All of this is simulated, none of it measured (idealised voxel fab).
This is a process module. Its name is voxel plated lines.
cross-section cut | 270 nm wide | cells 5 nm
Cross-section, as written here: a square-cell grid given band by band from the top down, where a band holds one or more rows of cells.
Top height, bottom height, nm. Materials left to right, width each, nm. Single material + "everywhere" = fills band edge to edge. "empty" = empty.
It should be noted that heights are counted from 0, beneath which the wafer as supplied is of one material throughout, and that the lowest band possesses no lower boundary but continues downward, as written in "0 -> down".
A width given as "30->40" starts at the first number in the band's top row and ends at the second number in its bottom row, shifting by an equal amount at every step from row to row.
Take "no modification" at face value: in the step it is given for, the cross-section changed in none of its cells.
This entry, "Tabulated closed voids", enumerates those empty regions of no fewer than 8 cells that possess no open connection to the top. Each region is reported in the form width x height at distance, the distance being taken from the left edge, with all three quantities expressed in nm.
Read whatever lies past the settings on a step's line as the simulator's own remark about the step.
The line of a step may include "overlay nm". On a step with a mask, this value is how far to the right of its planned place the mask lay. A negative value means the mask lay to the left.

These are the steps we planned for the process:
step 1: RECEIVE, material Si
step 2: CONFORMAL_DEP, material SiN, thk nm 5
step 3: DIRECTIONAL_DEP, material TiN, thk nm 5
step 4: PATTERN, tone open, mask id LINES, material resist, width nm 20, pitch nm 40, thk nm 20, overlay nm 0
step 5: EPI, material Ru, thk nm 5
step 6: STRIP, etch materials resist
step 7: DIRECTIONAL_ETCH, etch materials TiN, depth nm 5
step 8: CONFORMAL_DEP, material SiCN, thk nm 5

Wafer as received: cross-section following step 1:
* 0 -> down = Si everywhere
* Tabulated closed voids: none

Final wafer profile in cross-section after the module, from the same start and plan as above, with one mistake made during processing:
* 20 -> 15 = 105 empty / 30 SiCN / 10 empty / 30 SiCN / 95 empty
* 15 -> 10 = 105 empty / 5 SiCN / 20 Ru / 5 SiCN / 10 empty / 5 SiCN / 20 Ru / 5 SiCN / 95 empty
* 10 -> 5 = 110 SiCN / 20 TiN / 20 SiCN / 20 TiN / 100 SiCN
* 5 -> 0 = SiN everywhere
* 0 -> down = Si everywhere
* Tabulated closed voids: none
Misprocessing identified: step 4 off recipe, ran as PATTERN, tone open, mask id LINES, material resist, width nm 20, pitch nm 40, thk nm 20, overlay nm 5
